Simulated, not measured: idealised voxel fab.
Process module in this document: voxel gate over fins
The figure presents cross-section cut, which has a width of 230 nm and is divided into square cells with an edge length of 5 nm.
Reading order for cross-sections: top band down to bottom band. Underlying form: a grid of square cells. Band size: one or more rows of cells. It is stipulated that each band's entry specify, in nanometres, the height of the top of the band and then that of its bottom, followed by the materials of the band in left-to-right sequence, each together with its width in nanometres. A single material marked by the word "edge to edge" is understood to fill the band from edge to edge; the word "empty" is understood to denote empty space. Height datum 0, below which the as-received substrate wafer is one material. Lowest band open at the bottom, running downward: "0 and below". A two-number width, for instance "30..40", indicates that the width is equal to the first number in the top row of the band and to the second number in the bottom row, and that it changes by a constant amount per row of cells. What does "no change occurred" mean for a step? It means no cell of the cross-section changed in that step. Empty spaces counting at least 8 cells and having no open way to the top are listed in "Closed void register". The notation width x height at distance is used for each, the distance being from the left edge and all three values in nm. Whatever follows a step's settings on its line is a remark the simulator itself makes about that step. "overlay nm" answers the question of how far to the right of plan the mask lay on a step that has a mask, and when it is negative the answer is to the left.

The planned process steps are enumerated hereunder
step 1: op RECEIVE | material Si
step 2: op CONFORMAL_DEP | material SiN | thk nm 5
step 3: op PATTERN | tone cover | mask id FINS | material resist | width nm 15 | pitch nm 60 | thk nm 20 | overlay nm 0
step 4: op DIRECTIONAL_ETCH | etch materials SiN | depth nm 5
step 5: op DIRECTIONAL_ETCH | etch materials Si | depth nm 35
step 6: op STRIP | etch materials resist
step 7: op OXIDIZE | depth nm 5
step 8: op FILL_DEP | material SiO2 | thk nm 15
step 9: op CMP | height nm 5
step 10: op PATTERN | tone open | mask id RAIL | material resist | width nm 15 | thk nm 20 | overlay nm 0
step 11: op DIRECTIONAL_ETCH | etch materials SiO2 | depth nm 35
step 12: op STRIP | etch materials resist
step 13: op CONFORMAL_DEP | material TiN | thk nm 5
step 14: op FILL_DEP | material Ru | thk nm 10
step 15: op CMP | height nm 5
step 16: op SELECTIVE_ETCH | etch materials W Ru TiN | depth nm 30
step 17: op FILL_DEP | material SiO2 | thk nm 5
step 18: op CMP | height nm 5
step 19: op SELECTIVE_ETCH | etch materials SiO2 | depth nm 20
step 20: op STRIP | etch materials SiN
step 21: op CONFORMAL_DEP | material HfO2 | thk nm 5
step 22: op CONFORMAL_DEP | material TiN | thk nm 5
step 23: op CONFORMAL_DEP | material TiAl | thk nm 5
step 24: op CONFORMAL_DEP | material TiN | thk nm 5
step 25: op FILL_DEP | material W | thk nm 15
step 26: op CMP | height nm 30
step 27: op CONFORMAL_DEP | material SiN | thk nm 10
For clarity, it should be stated that the wafers under discussion commence in an identical condition and differ with respect to the thk nm of step 22, the plan indicating the value that the first wafer had.

As-received state after step 1, first of several wafers, cross-section
> 0 and below: Si edge to edge
> Closed void register: none

Quick look at the cross-section of the first of several wafers after step 27, which wraps up the module
> 40 down to 30: SiN edge to edge
> 30 down to 20: W edge to edge
> 20 down to 15: W 60 / TiN 45 / W 15 / TiN 45 / W 65
> 15 down to 10: W 60 / TiN 5 / TiAl 35 / TiN 5 / W 15 / TiN 5 / TiAl 35 / TiN 5 / W 65
> 10 down to 5: W 60 / TiN 5 / TiAl 5 / TiN 25 / TiAl 5 / TiN 5 / W 15 / TiN 5 / TiAl 5 / TiN 25 / TiAl 5 / TiN 5 / W 65
> 5 down to 0: TiN 65 / TiAl 5 / TiN 5 / HfO2 15 / TiN 5 / TiAl 5 / TiN 25 / TiAl 5 / TiN 5 / HfO2 15 / TiN 5 / TiAl 5 / TiN 70
> 0 down to -5: TiAl 70 / TiN 5 / HfO2 5 / Si 5 / HfO2 5 / TiN 5 / TiAl 35 / TiN 5 / HfO2 5 / Si 5 / HfO2 5 / TiN 5 / TiAl 75
> -5 down to -10: TiN 75 / HfO2 5 / Si 5 / HfO2 5 / TiN 45 / HfO2 5 / Si 5 / HfO2 5 / TiN 80
> -10 down to -15: HfO2 80 / Si 5 / HfO2 55 / Si 5 / HfO2 85
> -15 down to -25: SiO2 80 / Si 5 / SiO2 55 / Si 5 / SiO2 85
> -25 down to -30: SiO2 80 / Si 5 / SiO2 20 / TiN 15 / SiO2 20 / Si 5 / SiO2 85
> -30 down to -40: SiO2 80 / Si 5 / SiO2 55 / Si 5 / SiO2 85
> -40 and below: Si edge to edge
> Closed void register: none

Last wafer of the set, cross-sectioned at end of module
> 40 down to 30: SiN edge to edge
> 30 down to 25: W 45 / TiN 5 / TiAl 125 / TiN 5 / W 50
> 25 down to 20: W 45 / TiN 5 / TiAl 5 / TiN 55 / TiAl 5 / TiN 55 / TiAl 5 / TiN 5 / W 50
> 20 down to 15: TiN 50 / TiAl 5 / TiN 55 / TiAl 5 / TiN 55 / TiAl 5 / TiN 55
> 15 down to 10: TiAl 55 / TiN 55 / TiAl 5 / TiN 55 / TiAl 60
> 10 down to 5: TiN edge to edge
> 5 down to 0: TiN 75 / HfO2 15 / TiN 45 / HfO2 15 / TiN 80
> 0 down to -10: TiN 75 / HfO2 5 / Si 5 / HfO2 5 / TiN 45 / HfO2 5 / Si 5 / HfO2 5 / TiN 80
> -10 down to -15: HfO2 80 / Si 5 / HfO2 55 / Si 5 / HfO2 85
> -15 down to -25: SiO2 80 / Si 5 / SiO2 55 / Si 5 / SiO2 85
> -25 down to -30: SiO2 80 / Si 5 / SiO2 20 / TiN 15 / SiO2 20 / Si 5 / SiO2 85
> -30 down to -40: SiO2 80 / Si 5 / SiO2 55 / Si 5 / SiO2 85
> -40 and below: Si edge to edge
> Closed void register: none

Quick key for the table: a row per wafer, taken at the end of the module. For each material it tells you how many cells the wafer gained (+) or lost (-) since it came in, and the closed voids come after
thk nm 5; +58 HfO2; -352 Si; +92 SiN; +217 SiO2; +58 TiAl; +119 TiN; +176 W; Closed void register: none
thk nm 10; +58 HfO2; -352 Si; +92 SiN; +217 SiO2; +58 TiAl; +177 TiN; +118 W; Closed void register: none
thk nm 15; +58 HfO2; -352 Si; +92 SiN; +217 SiO2; +58 TiAl; +232 TiN; +63 W; Closed void register: none
thk nm 20; +58 HfO2; -352 Si; +92 SiN; +217 SiO2; +55 TiAl; +260 TiN; +38 W; Closed void register: none
